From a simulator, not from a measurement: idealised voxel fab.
process module | voxel tone inversion
cross-section cut | 220 nm wide | cells 5 nm
A cross-section is a grid of square cells, given in bands from the top down. A band is one or more rows of cells.
Each band's line starts with the height of the band's top and of its bottom, in nm. Then come its materials from left to right, each with its width in nm. One material with "throughout" fills the band from edge to edge. "air" is empty space.
Height 0 is the level under which the wafer as received is all one material. The lowest band goes on downwards, as in "0 down".
A width such as "30 to 40" changes by the same amount from each row of cells to the next, from the band's top row to its bottom row.
"no change" after a step means that no cell of the cross-section changed.
closed voids: empty space of 8 cells or more with no open way to the top, each as width x height at its distance from the left edge, in nm
after a step's settings: what the simulator itself notes on the step
overlay nm, on a step with a mask: how far to the right of its planned place the mask lay; to the left if negative
plan
1 op RECEIVE | material Si
2 op CONFORMAL_DEP | material SiN | thk nm 10
3 op DIRECTIONAL_DEP | material polySi | thk nm 15
4 op PATTERN | tone cover | mask id POSTS | material resist | width nm 25 | pitch nm 40 | thk nm 20 | overlay nm 0
5 op DIRECTIONAL_ETCH | etch materials polySi | depth nm 15
6 op STRIP | etch materials resist
7 op FILL_DEP | material SiO2 | thk nm 10
8 op CMP | height nm 25
9 op STRIP | etch materials polySi
first wafer, as planned
as received, after step 1
  0 down: Si throughout
  closed voids: none
after step 2
  10 to 0: SiN throughout
  below 0: unchanged
after step 3
  25 to 10: polySi throughout
  below 10: unchanged
after step 4
  45 to 25: air 55 | resist 25 | air 15 | resist 25 | air 15 | resist 25 | air 60
  below 25: unchanged
after step 5
  45 to 25: air 55 | resist 25 | air 15 | resist 25 | air 15 | resist 25 | air 60
  25 to 10: air 55 | polySi 25 | air 15 | polySi 25 | air 15 | polySi 25 | air 60
  below 10: unchanged
after step 6
  25 to 10: air 55 | polySi 25 | air 15 | polySi 25 | air 15 | polySi 25 | air 60
  below 10: unchanged
after step 7
  35 to 25: SiO2 throughout
  25 to 10: SiO2 55 | polySi 25 | SiO2 15 | polySi 25 | SiO2 15 | polySi 25 | SiO2 60
  below 10: unchanged
after step 8
  25 to 10: SiO2 55 | polySi 25 | SiO2 15 | polySi 25 | SiO2 15 | polySi 25 | SiO2 60
  below 10: unchanged
after step 9
  25 to 10: SiO2 55 | air 25 | SiO2 15 | air 25 | SiO2 15 | air 25 | SiO2 60
  below 10: unchanged
second wafer: like start, like plan, one mistake. Through step 3 it matches the first wafer
when step 4 should have ended
  45 to 25: air 50 | resist 25 | air 15 | resist 25 | air 15 | resist 25 | air 65
  below 25: unchanged
when step 5 should have ended
  45 to 25: air 50 | resist 25 | air 15 | resist 25 | air 15 | resist 25 | air 65
  25 to 10: air 50 | polySi 25 | air 15 | polySi 25 | air 15 | polySi 25 | air 65
  below 10: unchanged
when step 6 should have ended
  25 to 10: air 50 | polySi 25 | air 15 | polySi 25 | air 15 | polySi 25 | air 65
  below 10: unchanged
when step 7 should have ended
  35 to 25: SiO2 throughout
  25 to 10: SiO2 50 | polySi 25 | SiO2 15 | polySi 25 | SiO2 15 | polySi 25 | SiO2 65
  below 10: unchanged
when step 8 should have ended
  25 to 10: SiO2 50 | polySi 25 | SiO2 15 | polySi 25 | SiO2 15 | polySi 25 | SiO2 65
  below 10: unchanged
when step 9 should have ended
  25 to 10: SiO2 50 | air 25 | SiO2 15 | air 25 | SiO2 15 | air 25 | SiO2 65
  below 10: unchanged
what went wrong: step 4 ran as: op PATTERN | tone cover | mask id POSTS | material resist | width nm 25 | pitch nm 40 | thk nm 20 | overlay nm -5
at the end the second wafer has, in cells: as many of each material as the first, in other places
